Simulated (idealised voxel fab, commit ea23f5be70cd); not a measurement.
process module | voxel capacitor over wiring
cross-section cut | 290 nm wide | cells 5 nm
A cross-section is a grid of square cells, given in bands from the top down. A band is one or more rows of cells.
Each band's line starts with the height of the band's top and of its bottom, in nm. Then come its materials from left to right, each with its width in nm. One material with "throughout" fills the band from edge to edge. "air" is empty space.
Height 0 is the level under which the wafer as received is all one material. The lowest band goes on downwards, as in "0 down".
A width such as "30 to 40" changes by the same amount from each row of cells to the next, from the band's top row to its bottom row.
"no change" after a step means that no cell of the cross-section changed.
closed voids: empty space of 8 cells or more with no open way to the top, each as width x height at its distance from the left edge, in nm
after a step's settings: what the simulator itself notes on the step
overlay nm, on a step with a mask: how far to the right of its planned place the mask lay; to the left if negative
plan
1 op RECEIVE | material Si
2 op CONFORMAL_DEP | material SiO2 | thk nm 15
3 op DIRECTIONAL_DEP | material TiN | thk nm 5
4 op DIRECTIONAL_DEP | material Ru | thk nm 20
5 op DIRECTIONAL_DEP | material aC | thk nm 15
6 op PATTERN | tone cover | mask id METAL_1 | material resist | width nm 30 | pitch nm 95 | thk nm 35 | overlay nm 0
7 op DIRECTIONAL_ETCH | etch materials aC | depth nm 15
8 op STRIP | etch materials resist
9 op DIRECTIONAL_ETCH | etch materials Ru | depth nm 20
10 op DIRECTIONAL_ETCH | etch materials TiN | depth nm 5
11 op STRIP | etch materials aC
12 op FILL_DEP | material lowk | thk nm 5
13 op CMP | height nm 40
14 op CONFORMAL_DEP | material SiCN | thk nm 5
15 op DIRECTIONAL_DEP | material SiO2 | thk nm 15
16 op DIRECTIONAL_DEP | material aC | thk nm 10
17 op PATTERN | tone open | mask id PLUG_1 | material resist | width nm 15 | thk nm 25 | overlay nm 0
18 op DIRECTIONAL_ETCH | etch materials aC | depth nm 10
19 op STRIP | etch materials resist
20 op DIRECTIONAL_ETCH | etch materials SiO2 | depth nm 15
21 op DIRECTIONAL_ETCH | etch materials SiCN | depth nm 5
22 op STRIP | etch materials aC
23 op CONFORMAL_DEP | material TiN | thk nm 5
24 op FILL_DEP | material Cu | thk nm 10
25 op CMP | height nm 60
26 op DIRECTIONAL_DEP | material TiN | thk nm 10
27 op DIRECTIONAL_DEP | material Al2O3 | thk nm 5
28 op DIRECTIONAL_DEP | material TiN | thk nm 10
29 op PATTERN | tone cover | mask id UPPER_PLATE | material resist | width nm 70 | thk nm 15 | overlay nm 0
30 op DIRECTIONAL_ETCH | etch materials TiN | depth nm 10
31 op DIRECTIONAL_ETCH | etch materials Al2O3 | depth nm 5
32 op STRIP | etch materials resist
33 op MASKED_ETCH | tone cover | mask id LOWER_PLATE | width nm 80 | etch materials TiN | depth nm 10 | overlay nm 0
34 op FILL_DEP | material SiO2 | thk nm 20
35 op CMP | height nm 100
36 op MASKED_ETCH | tone open | mask id PLUG_2 | width nm 15 | etch materials SiO2 | depth nm 15 | overlay nm 0
37 op CONFORMAL_DEP | material TiN | thk nm 5
38 op FILL_DEP | material W | thk nm 10
39 op CMP | height nm 100
40 op CONFORMAL_DEP | material SiN | thk nm 5
as received, after step 1
  0 down: Si throughout
  closed voids: none
a wafer at the end: this start, this plan, one mistake
  120 to 115: SiN throughout
  115 to 105: W throughout
  105 to 100: TiN 110 | W 5 | TiN 175
  100 to 90: SiO2 105 | TiN 5 | W 5 | TiN 5 | SiO2 170
  90 to 85: SiO2 105 | TiN 15 | SiO2 170
  85 to 75: SiO2 95 | TiN 70 | SiO2 125
  75 to 70: SiO2 95 | Al2O3 70 | SiO2 125
  70 to 60: SiO2 90 | TiN 80 | SiO2 120
  60 to 45: SiO2 95 | TiN 5 | Cu 5 | TiN 5 | SiO2 180
  45 to 40: SiCN 95 | TiN 15 | SiCN 180
  40 to 20: lowk 80 | Ru 30 | lowk 65 | Ru 30 | lowk 85
  20 to 15: lowk 80 | TiN 30 | lowk 65 | TiN 30 | lowk 85
  15 to 0: SiO2 throughout
  0 down: Si throughout
  closed voids: none
what went wrong: step 39 was left out
